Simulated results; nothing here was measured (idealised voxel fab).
A process module follows: voxel self aligned contacts.
Shown is cross-section cut, with a width of 225 nm and square cells of size 5 nm.
In what follows, cross-sections appear as grids of square cells, described through bands that run from the top down, where every band is one or more rows of cells.
Quick guide to a band line: top height, bottom height (nm) up front; then every material left to right with its width in nm. Only one material and it's marked "edge to edge"? Then it fills the band edge to edge. And "empty" just means empty space.
Heads up on the height convention: 0 is the point under which the incoming wafer is all one material, and the lowest band has no bottom, it just keeps going down, like "z 0 and below".
Graded width ("30->40"): value in top row of band = first number; value in bottom row = second number; row-to-row change constant.
"nothing was modified" (step): cross-section cells unchanged, all of them.
You'll see "Enclosed cavities" listing empty spaces that have no way open to the top, as long as they're 8 cells or more; the notation is width x height at distance, where the distance is from the left edge, and all of it is in nm.
Heads up: the bit after the settings on a step's line is the simulator's remark on that step.
overlay nm: where the mask lay relative to plan, measured to the right, on steps with a mask; negatives go left.
### Set out below are the planned steps of the process
| 1 | RECEIVE, material Si |
| 2 | OXIDIZE, depth nm 5 |
| 3 | DIRECTIONAL_DEP, material polySi, thk nm 20 |
| 4 | DIRECTIONAL_DEP, material SiN, thk nm 25 |
| 5 | DIRECTIONAL_DEP, material aC, thk nm 10 |
| 6 | PATTERN, tone cover, mask id GATE, material resist, width nm 25, pitch nm 70, thk nm 25, overlay nm 0 |
| 7 | DIRECTIONAL_ETCH, etch materials aC, depth nm 10 |
| 8 | STRIP, etch materials resist |
| 9 | DIRECTIONAL_ETCH, etch materials SiN, depth nm 25 |
| 10 | DIRECTIONAL_ETCH, etch materials polySi, depth nm 20 |
| 11 | STRIP, etch materials aC |
| 12 | CONFORMAL_DEP, material SiN, thk nm 10 |
| 13 | DIRECTIONAL_ETCH, etch materials SiN, depth nm 10 |
| 14 | FILL_DEP, material SiO2, thk nm 15 |
| 15 | CMP, height nm 50 |
| 16 | DIRECTIONAL_DEP, material aC, thk nm 10 |
| 17 | PATTERN, tone open, mask id CONTACT, material resist, width nm 55, pitch nm 70, thk nm 30, overlay nm 0 |
| 18 | DIRECTIONAL_ETCH, etch materials aC, depth nm 10 |
| 19 | STRIP, etch materials resist |
| 20 | DIRECTIONAL_ETCH, etch materials SiO2, depth nm 55 |
| 21 | STRIP, etch materials aC |
| 22 | CONFORMAL_DEP, material TiN, thk nm 5 |
| 23 | FILL_DEP, material Ru, thk nm 10 |
| 24 | CMP, height nm 50 |
| 25 | CONFORMAL_DEP, material SiN, thk nm 5 |
### Cross-section: wafer on arrival = after step 1
* z 0 and below | Si edge to edge
* Enclosed cavities: none
### Cross-sectional result after module completion. Note: starting condition and plan are unchanged from above; one processing mistake was made
* z 45 to 40 | SiN edge to edge
* z 40 to 20 | SiO2=20; SiN=45; TiN=5; Ru=15; TiN=5; SiN=45; TiN=5; Ru=15; TiN=5; SiN=45; SiO2=20
* z 20 to 0 | SiO2=20; SiN=10; polySi=25; SiN=10; TiN=5; Ru=15; TiN=5; SiN=10; polySi=25; SiN=10; TiN=5; Ru=15; TiN=5; SiN=10; polySi=25; SiN=10; SiO2=20
* z 0 to -5 | SiO2=65; TiN=25; SiO2=45; TiN=25; SiO2=65
* z -5 and below | Si edge to edge
* Enclosed cavities: none
Heads up, the wafer didn't run the way we planned it: step 24 ran as: CMP, height nm 40
